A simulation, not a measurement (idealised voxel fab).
The process module that follows is named voxel gate over fins.
cross-section cut | 205 nm wide | cells 5 nm
Reading order for cross-sections: top band down to bottom band. Underlying form: a grid of square cells. Band size: one or more rows of cells. Band: top height; bottom height; in nm. Then, left to right: material with width in nm, for each material. "all across": a single material spanning edge to edge. "blank": empty space. Convention: height 0 is the level below which the wafer, as received, is all one material. The lowest band does not terminate at the bottom but continues downward, represented as "0 -> down". With a width like "30->40", each row of cells in the band differs from the next by the same amount, the top row carrying the first number and the bottom row the second. Key: "no change occurred" - step with no changed cell in the cross-section. Entry "Closed void inventory" = empty spaces >= 8 cells with no open way to the top; each as width x height at distance, distance from left edge, all nm. On a step's line, text after the settings is the simulator commenting on that step. If you see "overlay nm" on a step's line and that step has a mask, it's telling you how far right of where it was planned the mask ended up; a negative number means it went left instead.
Listed below are the process steps as planned:
step 1: op RECEIVE | material Si
step 2: op CONFORMAL_DEP | material SiN | thk nm 10
step 3: op PATTERN | tone cover | mask id FINS | material resist | width nm 15 | pitch nm 35 | thk nm 15 | overlay nm -15
step 4: op DIRECTIONAL_ETCH | etch materials SiN | depth nm 10
step 5: op DIRECTIONAL_ETCH | etch materials Si | depth nm 35
step 6: op STRIP | etch materials resist
step 7: op FILL_DEP | material SiO2 | thk nm 10
step 8: op CMP | height nm 10
step 9: op SELECTIVE_ETCH | etch materials SiO2 | depth nm 20
step 10: op STRIP | etch materials SiN
step 11: op CONFORMAL_DEP | material HfO2 | thk nm 5
step 12: op CONFORMAL_DEP | material TiN | thk nm 5
step 13: op FILL_DEP | material W | thk nm 15
step 14: op CMP | height nm 20
step 15: op CONFORMAL_DEP | material SiCN | thk nm 10
Heads up: all these wafers start the same, and what changes between them is the overlay nm in step 3. The value you see in the plan is just what the first wafer got.
Cross-section, first of several wafers, as delivered after step 1:
> 0 -> down  Si all across
> Closed void inventory: none
For your reference, the table is organized with a row per wafer; each row reflects the wafer at the end of the module, indicating for each material the cells gained (+) or lost (-) since receipt, and thereafter its closed voids:
overlay nm -15; +57 HfO2; -203 Si; +82 SiCN; +145 SiO2; +57 TiN; +108 W; Closed void inventory: none
overlay nm -10; +57 HfO2; -203 Si; +82 SiCN; +145 SiO2; +57 TiN; +108 W; Closed void inventory: none
overlay nm -5; +57 HfO2; -203 Si; +82 SiCN; +145 SiO2; +57 TiN; +108 W; Closed void inventory: none
overlay nm 0; +57 HfO2; -203 Si; +82 SiCN; +145 SiO2; +57 TiN; +108 W; Closed void inventory: none
overlay nm 5; +57 HfO2; -203 Si; +82 SiCN; +145 SiO2; +57 TiN; +108 W; Closed void inventory: none
overlay nm 10; +57 HfO2; -203 Si; +82 SiCN; +145 SiO2; +57 TiN; +108 W; Closed void inventory: none
overlay nm 15; +57 HfO2; -203 Si; +82 SiCN; +145 SiO2; +57 TiN; +108 W; Closed void inventory: none
